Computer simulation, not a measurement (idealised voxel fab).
This section sets out a process module, namely voxel gate over fins.
This is section cut - it's 205 nm across, gridded in 5 nm square cells.
Cross-section layout: square cells on a grid; listed as bands, top to bottom; a band spans one or more cell rows. The band entry comprises the height of the band's top followed by the height of its bottom, expressed in nm, and subsequently the band's materials from left to right, each stated together with its width in nm. Where a single material is marked with the word "throughout", that material fills the band from edge to edge. The word "blank" represents empty space. Note: height 0 marks the level under which the wafer is uniformly one material as received. Lowest band unbounded below, written "0 down". A width given as "30..40" starts at the first number in the band's top row and ends at the second number in its bottom row, shifting by an equal amount at every step from row to row. "nothing was modified" for a step: no cell of the cross-section changed in that step. In "Closed void catalog" the enclosed voids are listed, meaning empty spaces of 8 cells or larger without any opening to the top. The form is width x height at distance, distance from the left edge, units nm. Note: text after step settings on the step line = simulator remark on that step. The "overlay nm" setting may appear on a step's line; for a step that uses a mask, it gives how far to the right of its planned position the mask lay, and a negative value indicates the left.

plan
| 1 | RECEIVE,material Si |
| 2 | CONFORMAL_DEP,material SiN,thk nm 5 |
| 3 | MASKED_ETCH,tone cover,mask id FINS,width nm 15,pitch nm 40,etch materials SiN,depth nm 5,overlay nm 0 |
| 4 | MASKED_ETCH,tone cover,mask id FINS,width nm 15,pitch nm 40,etch materials Si,depth nm 40,overlay nm 0 |
| 5 | OXIDIZE,depth nm 5 |
| 6 | FILL_DEP,material SiO2,thk nm 5 |
| 7 | CMP,height nm 5 |
| 8 | SELECTIVE_ETCH,etch materials SiO2,depth nm 15 |
| 9 | STRIP,etch materials SiN |
| 10 | CONFORMAL_DEP,material HfO2,thk nm 5 |
| 11 | CONFORMAL_DEP,material TiN,thk nm 5 |
| 12 | FILL_DEP,material W,thk nm 15 |
| 13 | CMP,height nm 20 |
| 14 | CONFORMAL_DEP,material SiCN,thk nm 10 |

first wafer, as planned

Cross-sectional view of the wafer in its as-received condition, corresponding to the state after step 1
  0 down  Si throughout
  Closed void catalog: none

Wafer xsec, post step 2
  5 to 0  SiN throughout
  Below a height of 0, the structure has not been altered.

Wafer xsec, post step 3
  5 to 0  blank (75) / SiN (15) / blank (25) / SiN (15) / blank (75)
  Below a height of 0, the structure has not been altered.

Wafer xsec, post step 4
  5 to 0  blank (75) / SiN (15) / blank (25) / SiN (15) / blank (75)
  0 to -40  blank (75) / Si (15) / blank (25) / Si (15) / blank (75)
  Below a height of -40, the structure has not been altered.

Wafer xsec, post step 5
  5 to 0  blank (75) / SiN (15) / blank (25) / SiN (15) / blank (75)
  0 to -40  blank (75) / SiO2 (5) / Si (5) / SiO2 (5) / blank (25) / SiO2 (5) / Si (5) / SiO2 (5) / blank (75)
  -40 to -45  SiO2 (80) / Si (5) / SiO2 (35) / Si (5) / SiO2 (80)
  Below a height of -45, the structure has not been altered.

Wafer xsec, post step 6
  10 to 5  SiO2 throughout
  5 to 0  SiO2 (75) / SiN (15) / SiO2 (25) / SiN (15) / SiO2 (75)
  0 to -45  SiO2 (80) / Si (5) / SiO2 (35) / Si (5) / SiO2 (80)
  Below a height of -45, the structure has not been altered.

Wafer xsec, post step 7
  5 to 0  SiO2 (75) / SiN (15) / SiO2 (25) / SiN (15) / SiO2 (75)
  Below a height of 0, the structure has not been altered.

Wafer xsec, post step 8
  5 to 0  blank (75) / SiN (15) / blank (25) / SiN (15) / blank (75)
  0 to -10  blank (80) / Si (5) / blank (35) / Si (5) / blank (80)
  Below a height of -10, the structure has not been altered.

Wafer xsec, post step 9
  0 to -10  blank (80) / Si (5) / blank (35) / Si (5) / blank (80)
  Below a height of -10, the structure has not been altered.

Wafer xsec, post step 10
  5 to 0  blank (75) / HfO2 (15) / blank (25) / HfO2 (15) / blank (75)
  0 to -5  blank (75) / HfO2 (5) / Si (5) / HfO2 (5) / blank (25) / HfO2 (5) / Si (5) / HfO2 (5) / blank (75)
  -5 to -10  HfO2 (80) / Si (5) / HfO2 (35) / Si (5) / HfO2 (80)
  Below a height of -10, the structure has not been altered.

Wafer xsec, post step 11
  10 to 5  blank (70) / TiN (25) / blank (15) / TiN (25) / blank (70)
  5 to 0  blank (70) / TiN (5) / HfO2 (15) / TiN (5) / blank (15) / TiN (5) / HfO2 (15) / TiN (5) / blank (70)
  0 to -5  TiN (75) / HfO2 (5) / Si (5) / HfO2 (5) / TiN (25) / HfO2 (5) / Si (5) / HfO2 (5) / TiN (75)
  Below a height of -5, the structure has not been altered.

Wafer xsec, post step 12
  25 to 10  W throughout
  10 to 5  W (70) / TiN (25) / W (15) / TiN (25) / W (70)
  5 to 0  W (70) / TiN (5) / HfO2 (15) / TiN (5) / W (15) / TiN (5) / HfO2 (15) / TiN (5) / W (70)
  Below a height of 0, the structure has not been altered.

Wafer xsec, post step 13
  20 to 10  W throughout
  Below a height of 10, the structure has not been altered.

Wafer xsec, post step 14
  30 to 20  SiCN throughout
  Below a height of 20, the structure has not been altered.

Second Wafer (Identical Start and Plan, One Processing Error; Matches First Wafer Through Step 3)

Second wafer: cross-section at the scheduled end of step 4
  5 to 0  blank (75) / SiN (15) / blank (25) / SiN (15) / blank (75)
  0 to -40  blank (70) / Si (20) / blank (20) / Si (20) / blank (75)
  Below a height of -40, the structure has not been altered.

Second wafer: cross-section at the scheduled end of step 5
  5 to 0  blank (75) / SiN (15) / blank (25) / SiN (15) / blank (75)
  0 to -5  blank (70) / SiO2 (10) / Si (5) / SiO2 (5) / blank (20) / SiO2 (10) / Si (5) / SiO2 (5) / blank (75)
  -5 to -40  blank (70) / SiO2 (5) / Si (10) / SiO2 (5) / blank (20) / SiO2 (5) / Si (10) / SiO2 (5) / blank (75)
  -40 to -45  SiO2 (75) / Si (10) / SiO2 (30) / Si (10) / SiO2 (80)
  Below a height of -45, the structure has not been altered.

Second wafer: cross-section at the scheduled end of step 6
  10 to 5  SiO2 throughout
  5 to 0  SiO2 (75) / SiN (15) / SiO2 (25) / SiN (15) / SiO2 (75)
  0 to -5  SiO2 (80) / Si (5) / SiO2 (35) / Si (5) / SiO2 (80)
  -5 to -45  SiO2 (75) / Si (10) / SiO2 (30) / Si (10) / SiO2 (80)
  Below a height of -45, the structure has not been altered.

Second wafer: cross-section at the scheduled end of step 7
  5 to 0  SiO2 (75) / SiN (15) / SiO2 (25) / SiN (15) / SiO2 (75)
  Below a height of 0, the structure has not been altered.

Second wafer: cross-section at the scheduled end of step 8
  5 to 0  blank (75) / SiN (15) / blank (25) / SiN (15) / blank (75)
  0 to -10  blank (80..75) / Si (5..10) / blank (35..30) / Si (5..10) / blank (80)
  Below a height of -10, the structure has not been altered.

Second wafer: cross-section at the scheduled end of step 9
  0 to -10  blank (80..75) / Si (5..10) / blank (35..30) / Si (5..10) / blank (80)
  Below a height of -10, the structure has not been altered.

Second wafer: cross-section at the scheduled end of step 10
  5 to 0  blank (75) / HfO2 (15) / blank (25) / HfO2 (15) / blank (75)
  0 to -5  blank (70) / HfO2 (10) / Si (5) / HfO2 (5) / blank (20) / HfO2 (10) / Si (5) / HfO2 (5) / blank (75)
  -5 to -10  HfO2 (75) / Si (10) / HfO2 (30) / Si (10) / HfO2 (80)
  Below a height of -10, the structure has not been altered.

Second wafer: cross-section at the scheduled end of step 11
  10 to 5  blank (70) / TiN (25) / blank (15) / TiN (25) / blank (70)
  5 to 0  blank (65) / TiN (10) / HfO2 (15) / TiN (5) / blank (10) / TiN (10) / HfO2 (15) / TiN (5) / blank (70)
  0 to -5  TiN (70) / HfO2 (10) / Si (5) / HfO2 (5) / TiN (20) / HfO2 (10) / Si (5) / HfO2 (5) / TiN (75)
  Below a height of -5, the structure has not been altered.

Second wafer: cross-section at the scheduled end of step 12
  25 to 10  W throughout
  10 to 5  W (70) / TiN (25) / W (15) / TiN (25) / W (70)
  5 to 0  W (65) / TiN (10) / HfO2 (15) / TiN (5) / W (10) / TiN (10) / HfO2 (15) / TiN (5) / W (70)
  Below a height of 0, the structure has not been altered.

Second wafer: cross-section at the scheduled end of step 13
  20 to 10  W throughout
  Below a height of 10, the structure has not been altered.

Second wafer: cross-section at the scheduled end of step 14
  30 to 20  SiCN throughout
  Below a height of 20, the structure has not been altered.
Error vs. plan: in deviation from the planned setting, step 4 was conducted as MASKED_ETCH,tone cover,mask id FINS,width nm 15,pitch nm 40,etch materials Si,depth nm 40,overlay nm -5
The closing comparison, in cells, has the second wafer with more or fewer of some materials than the first: Si +16; SiO2 -14; W -2
